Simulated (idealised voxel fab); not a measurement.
process module | voxel transistor to metal
The cross-section shown here is cut; it is 140 nm wide and divided into square cells measuring 5 nm on a side.
Format of a cross-section: grid, square cells. Given as bands. Order: top down. Band: one or more rows of cells.
What a band's entry tells you: where the top is and where the bottom is, as heights in nm, and after that what lies inside, material by material from left to right, each with its width in nm. Empty space is written as the word "blank", and a single material marked with the word "full width" occupies the band from edge to edge.
Ref level 0: as-received wafer is one material below here. Bottom band extends down with no lower bound ("0 down").
Per-row width for "30->40": begins at first number (top row of band), ends at second number (bottom row), increment between rows held constant.
It should be understood that the words "all unchanged", when stated for a given step, signify that the cross-section underwent no change in any of its cells during that step.
So "Sealed cavities" is basically the list of trapped voids: any empty space of 8 cells or more that can't reach the top through an opening. They're written width x height at distance, the distance being from the left edge, and it's all nm.
after a step's settings: what the simulator itself notes on the step
overlay nm: mask right of planned place by this much (step with mask). Neg. = left.

STEPS IN THE PROCESS PLAN
1. RECEIVE (material Si)
2. OXIDIZE (depth nm 5)
3. CONFORMAL_DEP (material SiN; thk nm 15)
4. DIRECTIONAL_DEP (material aC; thk nm 15)
5. PATTERN (tone cover; mask id ACTIVE; material resist; width nm 105; thk nm 30; overlay nm 0)
6. DIRECTIONAL_ETCH (etch materials aC; depth nm 15)
7. STRIP (etch materials resist)
8. DIRECTIONAL_ETCH (etch materials SiN; depth nm 15)
9. DIRECTIONAL_ETCH (etch materials SiO2; depth nm 5)
10. DIRECTIONAL_ETCH (etch materials Si; depth nm 20)
11. STRIP (etch materials aC)
12. OXIDIZE (depth nm 5)
13. FILL_DEP (material SiO2; thk nm 5)
14. CMP (height nm 15)
15. SELECTIVE_ETCH (etch materials SiO2; depth nm 10)
16. STRIP (etch materials SiN)
17. SELECTIVE_ETCH (etch materials SiO2; depth nm 5)
18. OXIDIZE (depth nm 5)
19. DIRECTIONAL_DEP (material polySi; thk nm 30)
20. DIRECTIONAL_DEP (material SiCN; thk nm 15)
21. PATTERN (tone cover; mask id GATE; material resist; width nm 25; thk nm 20; overlay nm 0)
22. DIRECTIONAL_ETCH (etch materials SiCN; depth nm 25)
23. DIRECTIONAL_ETCH (etch materials polySi; depth nm 40)
24. STRIP (etch materials resist)
25. CONFORMAL_DEP (material SiN; thk nm 5)
26. DIRECTIONAL_ETCH (etch materials SiN; depth nm 5)
27. DIRECTIONAL_ETCH (etch materials SiO2; depth nm 5)
28. DIRECTIONAL_ETCH (etch materials Si; depth nm 15)
29. EPI (material nSi; thk nm 15)
30. FILL_DEP (material SiO2; thk nm 5)
31. CMP (height nm 40)
32. DIRECTIONAL_DEP (material SiO2; thk nm 10)
33. MASKED_ETCH (tone open; mask id CONTACT; width nm 20; pitch nm 75; etch materials SiO2; depth nm 60; overlay nm 0)
34. CONFORMAL_DEP (material TiN; thk nm 5)
35. FILL_DEP (material Ru; thk nm 5)
36. CMP (height nm 50)
37. DIRECTIONAL_DEP (material TiN; thk nm 5)
38. DIRECTIONAL_DEP (material Ru; thk nm 20)
39. DIRECTIONAL_DEP (material aC; thk nm 15)
40. PATTERN (tone cover; mask id METAL_1; material resist; width nm 20; pitch nm 75; thk nm 35; overlay nm 0)
41. DIRECTIONAL_ETCH (etch materials aC; depth nm 15)
42. STRIP (etch materials resist)
43. DIRECTIONAL_ETCH (etch materials Ru; depth nm 20)
44. DIRECTIONAL_ETCH (etch materials TiN; depth nm 5)
45. STRIP (etch materials aC)
46. CONFORMAL_DEP (material SiCN; thk nm 5)
47. FILL_DEP (material lowk; thk nm 10)
48. CMP (height nm 75)
49. CONFORMAL_DEP (material SiN; thk nm 5)

CROSS-SECTIONAL VIEW OF THE WAFER IN ITS AS-RECEIVED CONDITION, CORRESPONDING TO THE STATE AFTER STEP 1
- 0 down = Si full width
- Sealed cavities: none

A WAFER AT THE END: THIS START, THIS PLAN, ONE MISTAKE
- 95 to 90 = SiN full width
- 90 to 80 = lowk full width
- 80 to 75 = 15 nm lowk, then 30 nm SiCN, then 45 nm lowk, then 30 nm SiCN, then 20 nm lowk
- 75 to 55 = 15 nm lowk, then 5 nm SiCN, then 20 nm Ru, then 5 nm SiCN, then 45 nm lowk, then 5 nm SiCN, then 20 nm Ru, then 5 nm SiCN, then 20 nm lowk
- 55 to 50 = 20 nm SiCN, then 20 nm TiN, then 55 nm SiCN, then 20 nm TiN, then 25 nm SiCN
- 50 to 40 = 20 nm SiO2, then 5 nm TiN, then 10 nm Ru, then 5 nm TiN, then 55 nm SiO2, then 5 nm TiN, then 10 nm Ru, then 5 nm TiN, then 25 nm SiO2
- 40 to 25 = 20 nm SiO2, then 5 nm TiN, then 10 nm Ru, then 5 nm TiN, then 10 nm SiO2, then 5 nm SiN, then 25 nm SiCN, then 5 nm SiN, then 10 nm SiO2, then 5 nm TiN, then 10 nm Ru, then 5 nm TiN, then 25 nm SiO2
- 25 to 10 = 20 nm SiO2, then 5 nm TiN, then 10 nm Ru, then 5 nm TiN, then 10 nm SiO2, then 5 nm SiN, then 25 nm polySi, then 5 nm SiN, then 10 nm SiO2, then 5 nm TiN, then 10 nm Ru, then 5 nm TiN, then 25 nm SiO2
- 10 to 5 = 20 nm SiO2, then 5 nm TiN, then 5 nm Ru, then 10 nm TiN, then 10 nm SiO2, then 5 nm SiN, then 25 nm polySi, then 5 nm SiN, then 10 nm SiO2, then 10 nm TiN, then 5 nm Ru, then 5 nm TiN, then 25 nm SiO2
- 5 to 0 = 20 nm SiO2, then 5 nm TiN, then 5 nm Ru, then 5 nm TiN, then 15 nm nSi, then 5 nm SiN, then 25 nm polySi, then 5 nm SiN, then 15 nm nSi, then 5 nm TiN, then 5 nm Ru, then 5 nm TiN, then 25 nm SiO2
- 0 to -5 = 10 nm SiO2, then 5 nm SiN, then 5 nm SiO2, then 5 nm TiN, then 5 nm Ru, then 5 nm TiN, then 15 nm nSi, then 5 nm SiN, then 25 nm polySi, then 5 nm SiN, then 15 nm nSi, then 5 nm TiN, then 5 nm Ru, then 5 nm TiN, then 5 nm SiO2, then 5 nm SiN, then 15 nm SiO2
- -5 to -10 = 20 nm SiO2, then 15 nm TiN, then 15 nm nSi, then 35 nm SiO2, then 15 nm nSi, then 15 nm TiN, then 25 nm SiO2
- -10 to -25 = 20 nm SiO2, then 30 nm nSi, then 35 nm Si, then 30 nm nSi, then 25 nm SiO2
- -25 to -30 = 20 nm SiO2, then 95 nm Si, then 25 nm SiO2
- -30 down = Si full width
- Sealed cavities: none
Plan not followed: step 48 of the plan never got run, it was skipped over
